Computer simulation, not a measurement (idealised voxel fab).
The following is a process module called voxel wiring stack.
Displayed cross-section: cut, width of 175 nm, square cells sized 5 nm.
Cross-section format: a grid of square cells, given as bands from top to bottom; each band is one or more rows of cells.
Basically the band line says how high the top is and how high the bottom is, in nm, and then what's in it from left to right, every material with its width in nm. Empty space shows up as "empty", and if a single material carries "full width" it runs the full band edge to edge.
Heads up on the height convention: 0 is the point under which the incoming wafer is all one material, and the lowest band has no bottom, it just keeps going down, like "0 -> down".
When a width is written as two numbers, as in "30 to 40", the first number is the width in the top row of cells of the band and the second is the width in its bottom row, and the width changes by the same amount from each row to the next.
The designation "nothing changed", where it is given for a processing step, indicates that no cell of the cross-section was altered in the course of that step.
"Fully closed voids" means: voids of 8 cells or more that are shut off from the top with no open way through. Written width x height at distance, distance from the left edge, in nm.
It should be noted that, on the line of a given step, the content following the step's settings is a remark produced by the simulator itself with respect to that step.
overlay nm: for a step with a mask, the amount by which the mask lay right of where it was planned; a negative amount means left of it.
## These are the steps we planned for the process
step 1: RECEIVE,material Si
step 2: CONFORMAL_DEP,material SiO2,thk nm 15
step 3: DIRECTIONAL_DEP,material TiN,thk nm 5
step 4: DIRECTIONAL_DEP,material Ru,thk nm 15
step 5: MASKED_ETCH,tone cover,mask id METAL_1,width nm 20,pitch nm 40,etch materials Ru,depth nm 15,overlay nm 0
step 6: MASKED_ETCH,tone cover,mask id METAL_1,width nm 20,pitch nm 40,etch materials TiN,depth nm 5,overlay nm 0
step 7: CONFORMAL_DEP,material SiN,thk nm 5
step 8: FILL_DEP,material SiO2,thk nm 10
step 9: CMP,height nm 35
step 10: CONFORMAL_DEP,material SiCN,thk nm 5
step 11: DIRECTIONAL_DEP,material SiO2,thk nm 20
step 12: DIRECTIONAL_DEP,material aC,thk nm 10
step 13: PATTERN,tone open,mask id PLUG_1,material resist,width nm 15,pitch nm 80,thk nm 30,overlay nm 0
step 14: DIRECTIONAL_ETCH,etch materials aC,depth nm 10
step 15: STRIP,etch materials resist
step 16: DIRECTIONAL_ETCH,etch materials SiO2,depth nm 20
step 17: DIRECTIONAL_ETCH,etch materials SiCN,depth nm 5
step 18: STRIP,etch materials aC
step 19: CONFORMAL_DEP,material TiN,thk nm 5
step 20: FILL_DEP,material Ru,thk nm 5
step 21: CMP,height nm 60
step 22: CONFORMAL_DEP,material SiCN,thk nm 5
step 23: DIRECTIONAL_DEP,material SiO2,thk nm 15
step 24: MASKED_ETCH,tone open,mask id METAL_2,width nm 20,pitch nm 40,etch materials SiO2,depth nm 15,overlay nm 0
step 25: MASKED_ETCH,tone open,mask id METAL_2,width nm 20,pitch nm 40,etch materials SiCN,depth nm 5,overlay nm 0
step 26: CONFORMAL_DEP,material TiN,thk nm 5
step 27: FILL_DEP,material Ru,thk nm 5
step 28: CMP,height nm 80
step 29: CONFORMAL_DEP,material SiCN,thk nm 5
## The first wafer of two, processed as planned
## Cross-section of the incoming wafer, state after step 1
0 -> down  Si full width
Fully closed voids: none
## How the wafer stands in section after step 2
15 -> 0  SiO2 full width
No changes below 0.
## How the wafer stands in section after step 3
20 -> 15  TiN full width
No changes below 15.
## How the wafer stands in section after step 4
35 -> 20  Ru full width
No changes below 20.
## How the wafer stands in section after step 5
35 -> 20  35 empty, 20 Ru, 20 empty, 20 Ru, 20 empty, 20 Ru, 40 empty
No changes below 20.
## How the wafer stands in section after step 6
35 -> 20  35 empty, 20 Ru, 20 empty, 20 Ru, 20 empty, 20 Ru, 40 empty
20 -> 15  35 empty, 20 TiN, 20 empty, 20 TiN, 20 empty, 20 TiN, 40 empty
No changes below 15.
## How the wafer stands in section after step 7
40 -> 35  30 empty, 30 SiN, 10 empty, 30 SiN, 10 empty, 30 SiN, 35 empty
35 -> 20  30 empty, 5 SiN, 20 Ru, 5 SiN, 10 empty, 5 SiN, 20 Ru, 5 SiN, 10 empty, 5 SiN, 20 Ru, 5 SiN, 35 empty
20 -> 15  35 SiN, 20 TiN, 20 SiN, 20 TiN, 20 SiN, 20 TiN, 40 SiN
No changes below 15.
## How the wafer stands in section after step 8
50 -> 40  SiO2 full width
40 -> 35  30 SiO2, 30 SiN, 10 SiO2, 30 SiN, 10 SiO2, 30 SiN, 35 SiO2
35 -> 20  30 SiO2, 5 SiN, 20 Ru, 5 SiN, 10 SiO2, 5 SiN, 20 Ru, 5 SiN, 10 SiO2, 5 SiN, 20 Ru, 5 SiN, 35 SiO2
No changes below 20.
## How the wafer stands in section after step 9
35 -> 20  30 SiO2, 5 SiN, 20 Ru, 5 SiN, 10 SiO2, 5 SiN, 20 Ru, 5 SiN, 10 SiO2, 5 SiN, 20 Ru, 5 SiN, 35 SiO2
No changes below 20.
## How the wafer stands in section after step 10
40 -> 35  SiCN full width
No changes below 35.
## How the wafer stands in section after step 11
60 -> 40  SiO2 full width
No changes below 40.
## How the wafer stands in section after step 12
70 -> 60  aC full width
No changes below 60.
## How the wafer stands in section after step 13
100 -> 70  35 resist, 15 empty, 65 resist, 15 empty, 45 resist
No changes below 70.
## How the wafer stands in section after step 14
90 -> 70  35 resist, 15 empty, 65 resist, 15 empty, 45 resist
70 -> 60  35 aC, 15 empty, 65 aC, 15 empty, 45 aC
No changes below 60.
## How the wafer stands in section after step 15
70 -> 60  35 aC, 15 empty, 65 aC, 15 empty, 45 aC
No changes below 60.
## How the wafer stands in section after step 16
70 -> 60  35 aC, 15 empty, 65 aC, 15 empty, 45 aC
60 -> 40  35 SiO2, 15 empty, 65 SiO2, 15 empty, 45 SiO2
No changes below 40.
## How the wafer stands in section after step 17
70 -> 60  35 aC, 15 empty, 65 aC, 15 empty, 45 aC
60 -> 40  35 SiO2, 15 empty, 65 SiO2, 15 empty, 45 SiO2
40 -> 35  35 SiCN, 15 empty, 65 SiCN, 15 empty, 45 SiCN
No changes below 35.
## How the wafer stands in section after step 18
60 -> 40  35 SiO2, 15 empty, 65 SiO2, 15 empty, 45 SiO2
No changes below 40.
## How the wafer stands in section after step 19
65 -> 60  40 TiN, 5 empty, 75 TiN, 5 empty, 50 TiN
60 -> 40  35 SiO2, 5 TiN, 5 empty, 5 TiN, 65 SiO2, 5 TiN, 5 empty, 5 TiN, 45 SiO2
40 -> 35  35 SiCN, 15 TiN, 65 SiCN, 15 TiN, 45 SiCN
No changes below 35.
## How the wafer stands in section after step 20
70 -> 65  Ru full width
65 -> 60  40 TiN, 5 Ru, 75 TiN, 5 Ru, 50 TiN
60 -> 40  35 SiO2, 5 TiN, 5 Ru, 5 TiN, 65 SiO2, 5 TiN, 5 Ru, 5 TiN, 45 SiO2
No changes below 40.
## How the wafer stands in section after step 21
60 -> 40  35 SiO2, 5 TiN, 5 Ru, 5 TiN, 65 SiO2, 5 TiN, 5 Ru, 5 TiN, 45 SiO2
No changes below 40.
## How the wafer stands in section after step 22
65 -> 60  SiCN full width
No changes below 60.
## How the wafer stands in section after step 23
80 -> 65  SiO2 full width
No changes below 65.
## How the wafer stands in section after step 24
80 -> 65  35 SiO2, 20 empty, 20 SiO2, 20 empty, 20 SiO2, 20 empty, 40 SiO2
No changes below 65.
## How the wafer stands in section after step 25
80 -> 65  35 SiO2, 20 empty, 20 SiO2, 20 empty, 20 SiO2, 20 empty, 40 SiO2
65 -> 60  35 SiCN, 20 empty, 20 SiCN, 20 empty, 20 SiCN, 20 empty, 40 SiCN
No changes below 60.
## How the wafer stands in section after step 26
85 -> 80  40 TiN, 10 empty, 30 TiN, 10 empty, 30 TiN, 10 empty, 45 TiN
80 -> 65  35 SiO2, 5 TiN, 10 empty, 5 TiN, 20 SiO2, 5 TiN, 10 empty, 5 TiN, 20 SiO2, 5 TiN, 10 empty, 5 TiN, 40 SiO2
65 -> 60  35 SiCN, 20 TiN, 20 SiCN, 20 TiN, 20 SiCN, 20 TiN, 40 SiCN
No changes below 60.
## How the wafer stands in section after step 27
90 -> 85  Ru full width
85 -> 80  40 TiN, 10 Ru, 30 TiN, 10 Ru, 30 TiN, 10 Ru, 45 TiN
80 -> 65  35 SiO2, 5 TiN, 10 Ru, 5 TiN, 20 SiO2, 5 TiN, 10 Ru, 5 TiN, 20 SiO2, 5 TiN, 10 Ru, 5 TiN, 40 SiO2
No changes below 65.
## How the wafer stands in section after step 28
80 -> 65  35 SiO2, 5 TiN, 10 Ru, 5 TiN, 20 SiO2, 5 TiN, 10 Ru, 5 TiN, 20 SiO2, 5 TiN, 10 Ru, 5 TiN, 40 SiO2
No changes below 65.
## How the wafer stands in section after step 29
85 -> 80  SiCN full width
No changes below 80.
## What follows concerns the second wafer, which started out like the first and was meant to follow the very same plan; one mistake crept in when it was run, but everything up to and including step 4 is the same as for the first wafer
## Cross-sectional view of the second wafer at the intended end time of process step 5
35 -> 20  35 Ru, 20 empty, 20 Ru, 20 empty, 20 Ru, 20 empty, 40 Ru
No changes below 20.
Cross-sectional view of the second wafer at the intended end time of process step 6: nothing changed
## Cross-sectional view of the second wafer at the intended end time of process step 7
40 -> 35  40 SiN, 10 empty, 30 SiN, 10 empty, 30 SiN, 10 empty, 45 SiN
35 -> 25  35 Ru, 5 SiN, 10 empty, 5 SiN, 20 Ru, 5 SiN, 10 empty, 5 SiN, 20 Ru, 5 SiN, 10 empty, 5 SiN, 40 Ru
25 -> 20  35 Ru, 20 SiN, 20 Ru, 20 SiN, 20 Ru, 20 SiN, 40 Ru
No changes below 20.
## Cross-sectional view of the second wafer at the intended end time of process step 8
50 -> 40  SiO2 full width
40 -> 35  40 SiN, 10 SiO2, 30 SiN, 10 SiO2, 30 SiN, 10 SiO2, 45 SiN
35 -> 25  35 Ru, 5 SiN, 10 SiO2, 5 SiN, 20 Ru, 5 SiN, 10 SiO2, 5 SiN, 20 Ru, 5 SiN, 10 SiO2, 5 SiN, 40 Ru
No changes below 25.
## Cross-sectional view of the second wafer at the intended end time of process step 9
35 -> 25  35 Ru, 5 SiN, 10 SiO2, 5 SiN, 20 Ru, 5 SiN, 10 SiO2, 5 SiN, 20 Ru, 5 SiN, 10 SiO2, 5 SiN, 40 Ru
No changes below 25.
## Cross-sectional view of the second wafer at the intended end time of process step 10
40 -> 35  SiCN full width
No changes below 35.
## Cross-sectional view of the second wafer at the intended end time of process step 11
60 -> 40  SiO2 full width
No changes below 40.
## Cross-sectional view of the second wafer at the intended end time of process step 12
70 -> 60  aC full width
No changes below 60.
## Cross-sectional view of the second wafer at the intended end time of process step 13
100 -> 70  35 resist, 15 empty, 65 resist, 15 empty, 45 resist
No changes below 70.
## Cross-sectional view of the second wafer at the intended end time of process step 14
90 -> 70  35 resist, 15 empty, 65 resist, 15 empty, 45 resist
70 -> 60  35 aC, 15 empty, 65 aC, 15 empty, 45 aC
No changes below 60.
## Cross-sectional view of the second wafer at the intended end time of process step 15
70 -> 60  35 aC, 15 empty, 65 aC, 15 empty, 45 aC
No changes below 60.
## Cross-sectional view of the second wafer at the intended end time of process step 16
70 -> 60  35 aC, 15 empty, 65 aC, 15 empty, 45 aC
60 -> 40  35 SiO2, 15 empty, 65 SiO2, 15 empty, 45 SiO2
No changes below 40.
## Cross-sectional view of the second wafer at the intended end time of process step 17
70 -> 60  35 aC, 15 empty, 65 aC, 15 empty, 45 aC
60 -> 40  35 SiO2, 15 empty, 65 SiO2, 15 empty, 45 SiO2
40 -> 35  35 SiCN, 15 empty, 65 SiCN, 15 empty, 45 SiCN
No changes below 35.
## Cross-sectional view of the second wafer at the intended end time of process step 18
60 -> 40  35 SiO2, 15 empty, 65 SiO2, 15 empty, 45 SiO2
No changes below 40.
## Cross-sectional view of the second wafer at the intended end time of process step 19
65 -> 60  40 TiN, 5 empty, 75 TiN, 5 empty, 50 TiN
60 -> 40  35 SiO2, 5 TiN, 5 empty, 5 TiN, 65 SiO2, 5 TiN, 5 empty, 5 TiN, 45 SiO2
40 -> 35  35 SiCN, 15 TiN, 65 SiCN, 15 TiN, 45 SiCN
No changes below 35.
## Cross-sectional view of the second wafer at the intended end time of process step 20
70 -> 65  Ru full width
65 -> 60  40 TiN, 5 Ru, 75 TiN, 5 Ru, 50 TiN
60 -> 40  35 SiO2, 5 TiN, 5 Ru, 5 TiN, 65 SiO2, 5 TiN, 5 Ru, 5 TiN, 45 SiO2
No changes below 40.
## Cross-sectional view of the second wafer at the intended end time of process step 21
60 -> 40  35 SiO2, 5 TiN, 5 Ru, 5 TiN, 65 SiO2, 5 TiN, 5 Ru, 5 TiN, 45 SiO2
No changes below 40.
## Cross-sectional view of the second wafer at the intended end time of process step 22
65 -> 60  SiCN full width
No changes below 60.
## Cross-sectional view of the second wafer at the intended end time of process step 23
80 -> 65  SiO2 full width
No changes below 65.
## Cross-sectional view of the second wafer at the intended end time of process step 24
80 -> 65  35 SiO2, 20 empty, 20 SiO2, 20 empty, 20 SiO2, 20 empty, 40 SiO2
No changes below 65.
## Cross-sectional view of the second wafer at the intended end time of process step 25
80 -> 65  35 SiO2, 20 empty, 20 SiO2, 20 empty, 20 SiO2, 20 empty, 40 SiO2
65 -> 60  35 SiCN, 20 empty, 20 SiCN, 20 empty, 20 SiCN, 20 empty, 40 SiCN
No changes below 60.
## Cross-sectional view of the second wafer at the intended end time of process step 26
85 -> 80  40 TiN, 10 empty, 30 TiN, 10 empty, 30 TiN, 10 empty, 45 TiN
80 -> 65  35 SiO2, 5 TiN, 10 empty, 5 TiN, 20 SiO2, 5 TiN, 10 empty, 5 TiN, 20 SiO2, 5 TiN, 10 empty, 5 TiN, 40 SiO2
65 -> 60  35 SiCN, 20 TiN, 20 SiCN, 20 TiN, 20 SiCN, 20 TiN, 40 SiCN
No changes below 60.
## Cross-sectional view of the second wafer at the intended end time of process step 27
90 -> 85  Ru full width
85 -> 80  40 TiN, 10 Ru, 30 TiN, 10 Ru, 30 TiN, 10 Ru, 45 TiN
80 -> 65  35 SiO2, 5 TiN, 10 Ru, 5 TiN, 20 SiO2, 5 TiN, 10 Ru, 5 TiN, 20 SiO2, 5 TiN, 10 Ru, 5 TiN, 40 SiO2
No changes below 65.
## Cross-sectional view of the second wafer at the intended end time of process step 28
80 -> 65  35 SiO2, 5 TiN, 10 Ru, 5 TiN, 20 SiO2, 5 TiN, 10 Ru, 5 TiN, 20 SiO2, 5 TiN, 10 Ru, 5 TiN, 40 SiO2
No changes below 65.
## Cross-sectional view of the second wafer at the intended end time of process step 29
85 -> 80  SiCN full width
No changes below 80.
The mistake made against the process plan was this: step 5 was run on a setting that differed from the plan, and what really ran there is MASKED_ETCH,tone open,mask id METAL_1,width nm 20,pitch nm 40,etch materials Ru,depth nm 15,overlay nm 0
Heads up, by the end the second wafer has more or fewer cells of some materials compared to the first: Ru +33 | SiN -17 | SiO2 -39 | TiN +23
